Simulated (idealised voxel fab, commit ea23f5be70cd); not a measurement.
Proc. module: voxel lift off
The figure presents cross-section cut, which has a width of 265 nm and is divided into square cells with an edge length of 5 nm.
Heads up, the way a cross-section reads in here is a grid of square cells, handed over as bands from the top down, with every band being one or more rows of cells. Band: top height; bottom height; in nm. Then, left to right: material with width in nm, for each material. "everywhere": a single material spanning edge to edge. "blank": empty space. The reference from which all heights are counted is 0, the level beneath which the as-received wafer is entirely one material; the lowest band, having no lower bound, proceeds downward and is written after the example "0..down". The two numbers in a width such as "30..40" mark its ends across the band: the first belongs to the top row of cells, the second to the bottom row, and from each row to the next the width moves by the same amount. "nothing different" after a step means that no cell of the cross-section changed. "Sealed void listing" means: voids of 8 cells or more that are shut off from the top with no open way through. Written width x height at distance, distance from the left edge, in nm. Anything after a step's settings on that line? It's the simulator's own note about the step. overlay nm: step with mask; distance mask lay right of planned place; negative value = left of planned place.

[Intended process steps]
1) RECEIVE | material Si
2) CONFORMAL_DEP | material SiO2 | thk nm 5
3) PATTERN | tone open | mask id LINES | material resist | width nm 20 | pitch nm 50 | thk nm 30 | overlay nm 0
4) DIRECTIONAL_DEP | material Ru | thk nm 15
5) STRIP | etch materials resist
6) CONFORMAL_DEP | material SiO2 | thk nm 5

[Incoming wafer in cross-section (state: after step 1)]
0..down: Si everywhere
Sealed void listing: none

[first wafer at the end, as planned]
25..20: 90 nm blank | 30 nm SiO2 | 20 nm blank | 30 nm SiO2 | 95 nm blank
20..10: 90 nm blank | 5 nm SiO2 | 20 nm Ru | 5 nm SiO2 | 20 nm blank | 5 nm SiO2 | 20 nm Ru | 5 nm SiO2 | 95 nm blank
10..5: 95 nm SiO2 | 20 nm Ru | 30 nm SiO2 | 20 nm Ru | 100 nm SiO2
5..0: SiO2 everywhere
0..down: Si everywhere
Sealed void listing: none

[Cross-sectional view: second of two wafers, end of module; start and plan identical to the first, one mistake in running]
25..20: 80 nm blank | 30 nm SiO2 | 20 nm blank | 30 nm SiO2 | 105 nm blank
20..10: 80 nm blank | 5 nm SiO2 | 20 nm Ru | 5 nm SiO2 | 20 nm blank | 5 nm SiO2 | 20 nm Ru | 5 nm SiO2 | 105 nm blank
10..5: 85 nm SiO2 | 20 nm Ru | 30 nm SiO2 | 20 nm Ru | 110 nm SiO2
5..0: SiO2 everywhere
0..down: Si everywhere
Sealed void listing: none
Deviation from plan: step 3 did not use the planned setting and instead ran as PATTERN | tone open | mask id LINES | material resist | width nm 20 | pitch nm 50 | thk nm 30 | overlay nm -10
In the final comparison it is observed that the number of cells assigned to each material is identical for the two wafers, whereas their placement is not.
